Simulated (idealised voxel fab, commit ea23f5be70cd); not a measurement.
The following is a process module called voxel ribs on slabs.
FYI the section here is cut, 265 nm wide, cells are 5 nm squares.
A cross-section is written here as square cells arranged in a grid, and it is given in bands from the top down, each band taking up one or more rows of cells. Top, bottom (nm), then materials left to right with widths (nm); lone material tagged "all across" fills the whole band edge to edge; "blank" = empty space. Note: height 0 marks the level under which the wafer is uniformly one material as received. Lowest band unbounded below, written "0 nm and below". The two numbers in a width such as "30 to 40" mark its ends across the band: the first belongs to the top row of cells, the second to the bottom row, and from each row to the next the width moves by the same amount. "nothing got changed" for a step: no cell of the cross-section changed in that step. Listed in "Closed void register": every empty space of 8 or more cells without an open way to the top. Form: width x height at distance, the distance being from the left edge, all in nm. Past the settings on a step's line: simulator remark, on that step. "overlay nm" denotes, for a step that has a mask, the displacement of the mask to the right of its planned place, with negative values corresponding to the left.

Steps planned for the process:
1. op RECEIVE | material Si
2. op DIRECTIONAL_DEP | material SiO2 | thk nm 20
3. op DIRECTIONAL_DEP | material SiN | thk nm 25
4. op DIRECTIONAL_DEP | material aC | thk nm 10
5. op PATTERN | tone cover | mask id RIB | material resist | width nm 25 | thk nm 25 | overlay nm 0
6. op DIRECTIONAL_ETCH | etch materials aC | depth nm 10
7. op STRIP | etch materials resist
8. op DIRECTIONAL_ETCH | etch materials SiN | depth nm 20
9. op STRIP | etch materials aC
10. op MASKED_ETCH | tone cover | mask id SLAB | width nm 75 | etch materials SiN | depth nm 5 | overlay nm 0
11. op FILL_DEP | material SiO2 | thk nm 15
12. op CMP | height nm 55
13. op DIRECTIONAL_DEP | material TiN | thk nm 5
14. op MASKED_ETCH | tone cover | mask id HEATER | width nm 25 | etch materials TiN | depth nm 5 | overlay nm 0
15. op CONFORMAL_DEP | material SiO2 | thk nm 5
The width nm used in step 14 is not the same on every wafer, whereas the starting condition is; the value printed in the plan is the first wafer's.

First wafer as received, after step 1:
> 0 nm and below  Si all across
> Closed void register: none

Module end state after final step 15: cross-section of the first of several wafers:
> 65 nm to 60 nm  blank=115  SiO2=35  blank=115
> 60 nm to 55 nm  SiO2=120  TiN=25  SiO2=120
> 55 nm to 45 nm  SiO2 all across
> 45 nm to 25 nm  SiO2=120  SiN=25  SiO2=120
> 25 nm to 20 nm  SiO2=95  SiN=75  SiO2=95
> 20 nm to 0 nm  SiO2 all across
> 0 nm and below  Si all across
> Closed void register: none

The last wafer as seen in cross-section at the end of the module:
> 65 nm to 60 nm  blank=105  SiO2=60  blank=100
> 60 nm to 55 nm  SiO2=110  TiN=50  SiO2=105
> 55 nm to 45 nm  SiO2 all across
> 45 nm to 25 nm  SiO2=120  SiN=25  SiO2=120
> 25 nm to 20 nm  SiO2=95  SiN=75  SiO2=95
> 20 nm to 0 nm  SiO2 all across
> 0 nm and below  Si all across
> Closed void register: none

Heads up, this table goes wafer by wafer. A row tells you, at the end of the module, how many cells of each material that wafer has put on (+) or dropped (-) since it was received, and then its closed voids:
width nm 25; +35 SiN; +603 SiO2; +5 TiN; Closed void register: none
width nm 30; +35 SiN; +603 SiO2; +6 TiN; Closed void register: none
width nm 35; +35 SiN; +603 SiO2; +7 TiN; Closed void register: none
width nm 40; +35 SiN; +603 SiO2; +8 TiN; Closed void register: none
width nm 45; +35 SiN; +603 SiO2; +9 TiN; Closed void register: none
width nm 50; +35 SiN; +603 SiO2; +10 TiN; Closed void register: none
